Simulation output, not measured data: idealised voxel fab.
A process module follows: voxel double patterning.
Shown is cross-section cut, with a width of 200 nm and square cells of size 5 nm.
Format of a cross-section: grid, square cells. Given as bands. Order: top down. Band: one or more rows of cells.
First you get the band's top height and its bottom height, in nm, and then the materials it's made of, left to right, with each width in nm. If you see a single material with "everywhere", that one covers the band edge to edge. "blank" is empty space.
Heights are expressed relative to 0, this being the level below which the as-received wafer comprises one material exclusively. The lowest band is unbounded in the downward direction and is denoted as in "0..down".
It should be noted that a width expressed as "30..40" varies in equal increments from row to row of cells within the band, taking the value of the first number at the top row and that of the second number at the bottom row.
The cross-section has no changed cell in any step marked "remained unchanged".
Look at "Unvented internal voids" for the closed voids: empty spaces with no open path to the top, sized 8 cells or up. Each is width x height at distance, distance from the left edge, all nm.
Past the settings on a step's line: simulator remark, on that step.
Steps that use a mask can have "overlay nm" on their line. It says how far the mask sat to the right of where it was meant to be. Negative means to the left.
-- The following list gives the planned process steps
1) op RECEIVE | material Si
2) op CONFORMAL_DEP | material SiN | thk nm 5
3) op DIRECTIONAL_DEP | material SiO2 | thk nm 20
4) op DIRECTIONAL_DEP | material SiCN | thk nm 10
5) op DIRECTIONAL_DEP | material aC | thk nm 10
6) op PATTERN | tone open | mask id FIRST | material resist | width nm 15 | pitch nm 50 | thk nm 30 | overlay nm 0
7) op DIRECTIONAL_ETCH | etch materials aC | depth nm 10
8) op STRIP | etch materials resist
9) op DIRECTIONAL_ETCH | etch materials SiCN | depth nm 10
10) op STRIP | etch materials aC
11) op MASKED_ETCH | tone open | mask id SECOND | width nm 15 | etch materials SiCN | depth nm 10 | overlay nm 0
12) op DIRECTIONAL_ETCH | etch materials SiO2 | depth nm 20
13) op STRIP | etch materials SiCN
-- First of the two wafers, run per plan
-- Cross-section, incoming material, after step 1
0..down | Si everywhere
Unvented internal voids: none
-- Cross-sectional representation of the wafer at the conclusion of step 2
5..0 | SiN everywhere
Below 0, the layers are the same as they were.
-- Cross-sectional representation of the wafer at the conclusion of step 3
25..5 | SiO2 everywhere
Below 5, the layers are the same as they were.
-- Cross-sectional representation of the wafer at the conclusion of step 4
35..25 | SiCN everywhere
Below 25, the layers are the same as they were.
-- Cross-sectional representation of the wafer at the conclusion of step 5
45..35 | aC everywhere
Below 35, the layers are the same as they were.
-- Cross-sectional representation of the wafer at the conclusion of step 6
75..45 | 65 nm resist  15 nm blank  35 nm resist  15 nm blank  70 nm resist
Below 45, the layers are the same as they were.
-- Cross-sectional representation of the wafer at the conclusion of step 7
65..45 | 65 nm resist  15 nm blank  35 nm resist  15 nm blank  70 nm resist
45..35 | 65 nm aC  15 nm blank  35 nm aC  15 nm blank  70 nm aC
Below 35, the layers are the same as they were.
-- Cross-sectional representation of the wafer at the conclusion of step 8
45..35 | 65 nm aC  15 nm blank  35 nm aC  15 nm blank  70 nm aC
Below 35, the layers are the same as they were.
-- Cross-sectional representation of the wafer at the conclusion of step 9
45..35 | 65 nm aC  15 nm blank  35 nm aC  15 nm blank  70 nm aC
35..25 | 65 nm SiCN  15 nm blank  35 nm SiCN  15 nm blank  70 nm SiCN
Below 25, the layers are the same as they were.
-- Cross-sectional representation of the wafer at the conclusion of step 10
35..25 | 65 nm SiCN  15 nm blank  35 nm SiCN  15 nm blank  70 nm SiCN
Below 25, the layers are the same as they were.
-- Cross-sectional representation of the wafer at the conclusion of step 11
35..25 | 65 nm SiCN  15 nm blank  10 nm SiCN  15 nm blank  10 nm SiCN  15 nm blank  70 nm SiCN
Below 25, the layers are the same as they were.
-- Cross-sectional representation of the wafer at the conclusion of step 12
35..25 | 65 nm SiCN  15 nm blank  10 nm SiCN  15 nm blank  10 nm SiCN  15 nm blank  70 nm SiCN
25..5 | 65 nm SiO2  15 nm blank  10 nm SiO2  15 nm blank  10 nm SiO2  15 nm blank  70 nm SiO2
Below 5, the layers are the same as they were.
-- Cross-sectional representation of the wafer at the conclusion of step 13
25..5 | 65 nm SiO2  15 nm blank  10 nm SiO2  15 nm blank  10 nm SiO2  15 nm blank  70 nm SiO2
Below 5, the layers are the same as they were.
-- Here the second wafer is described. Its start and its plan were those of the first wafer. Its run contained one mistake. Up to and including step 1, it did exactly what the first wafer did
-- Second wafer shown in cross-section at the time step 2 was slated to end
20..0 | SiO2 everywhere
Below 0, the layers are the same as they were.
-- Second wafer shown in cross-section at the time step 3 was slated to end
25..20 | SiN everywhere
Below 20, the layers are the same as they were.
-- Second wafer shown in cross-section at the time step 4 was slated to end
35..25 | SiCN everywhere
Below 25, the layers are the same as they were.
-- Second wafer shown in cross-section at the time step 5 was slated to end
45..35 | aC everywhere
Below 35, the layers are the same as they were.
-- Second wafer shown in cross-section at the time step 6 was slated to end
75..45 | 65 nm resist  15 nm blank  35 nm resist  15 nm blank  70 nm resist
Below 45, the layers are the same as they were.
-- Second wafer shown in cross-section at the time step 7 was slated to end
65..45 | 65 nm resist  15 nm blank  35 nm resist  15 nm blank  70 nm resist
45..35 | 65 nm aC  15 nm blank  35 nm aC  15 nm blank  70 nm aC
Below 35, the layers are the same as they were.
-- Second wafer shown in cross-section at the time step 8 was slated to end
45..35 | 65 nm aC  15 nm blank  35 nm aC  15 nm blank  70 nm aC
Below 35, the layers are the same as they were.
-- Second wafer shown in cross-section at the time step 9 was slated to end
45..35 | 65 nm aC  15 nm blank  35 nm aC  15 nm blank  70 nm aC
35..25 | 65 nm SiCN  15 nm blank  35 nm SiCN  15 nm blank  70 nm SiCN
Below 25, the layers are the same as they were.
-- Second wafer shown in cross-section at the time step 10 was slated to end
35..25 | 65 nm SiCN  15 nm blank  35 nm SiCN  15 nm blank  70 nm SiCN
Below 25, the layers are the same as they were.
-- Second wafer shown in cross-section at the time step 11 was slated to end
35..25 | 65 nm SiCN  15 nm blank  10 nm SiCN  15 nm blank  10 nm SiCN  15 nm blank  70 nm SiCN
Below 25, the layers are the same as they were.
Second wafer shown in cross-section at the time step 12 was slated to end: remained unchanged
-- Second wafer shown in cross-section at the time step 13 was slated to end
25..20 | SiN everywhere
Below 20, the layers are the same as they were.
Error vs. plan: the executed order of steps 2 and 3 is the reverse of that specified in the plan, each step having taken the other's position
Bottom line after processing is that, in cells, the second wafer is up or down on some materials versus the first: SiO2 +36
